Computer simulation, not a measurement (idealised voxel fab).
Process module, titled voxel released beams
Each square cell in cross-section cut measures 5 nm, and the section as a whole is 285 nm wide.
In what follows, cross-sections appear as grids of square cells, described through bands that run from the top down, where every band is one or more rows of cells.
The entry gives the band's vertical extent as a top height and a bottom height in nm, then its horizontal make-up as materials from left to right, each with a width in nm. "blank" stands for empty space; a single material marked "full width" fills the band edge to edge.
It should be noted that heights are counted from 0, beneath which the wafer as supplied is of one material throughout, and that the lowest band possesses no lower boundary but continues downward, as written in "0 -> down".
A width given as "30 to 40" starts at the first number in the band's top row and ends at the second number in its bottom row, shifting by an equal amount at every step from row to row.
The cross-section has no changed cell in any step marked "all unchanged".
Any empty space of 8 cells or more lacking an open way to the top shows up in "Internal closed voids" as width x height at distance, distance from the left edge, in nm.
On each step's line, the part that comes after the settings is the simulator's own comment on the step.
A step's line can hold "overlay nm"; with a mask on that step, the setting says how far right of the planned place the mask lay, while a negative setting says it lay to the left.

### These are the steps we planned for the process
1: RECEIVE,material Si
2: CONFORMAL_DEP,material SiN,thk nm 10
3: DIRECTIONAL_DEP,material SiO2,thk nm 10
4: MASKED_ETCH,tone open,mask id ANCHOR,width nm 30,etch materials SiO2,depth nm 10,overlay nm 0
5: CONFORMAL_DEP,material polySi,thk nm 10
6: DIRECTIONAL_DEP,material aC,thk nm 15
7: PATTERN,tone cover,mask id BEAM,material resist,width nm 110,thk nm 30,overlay nm 0
8: DIRECTIONAL_ETCH,etch materials aC,depth nm 15
9: STRIP,etch materials resist
10: DIRECTIONAL_ETCH,etch materials polySi,depth nm 10
11: STRIP,etch materials aC
12: STRIP,etch materials SiO2

### Wafer as received: cross-section following step 1
  0 -> down  Si full width
  Internal closed voids: none

### First wafer of two, sectioned at end of module; run went per plan
  30 -> 20  blank=85  polySi=15  blank=10  polySi=85  blank=90
  20 -> 10  blank=90  polySi=30  blank=165
  10 -> 0  SiN full width
  0 -> down  Si full width
  Internal closed voids: none

### Second wafer cross-section at end of module - shared start and plan with the first, one mistake in the run
  30 -> 20  blank=85  polySi=110  blank=90
  20 -> 10  SiN full width
  10 -> 0  SiO2 full width
  0 -> down  Si full width
  Internal closed voids: none
Where did the run depart from the plan? steps 2 and 3 were swapped
Final difference in cells, second wafer against first, listed per material as more or fewer: +114 SiO2; -8 polySi
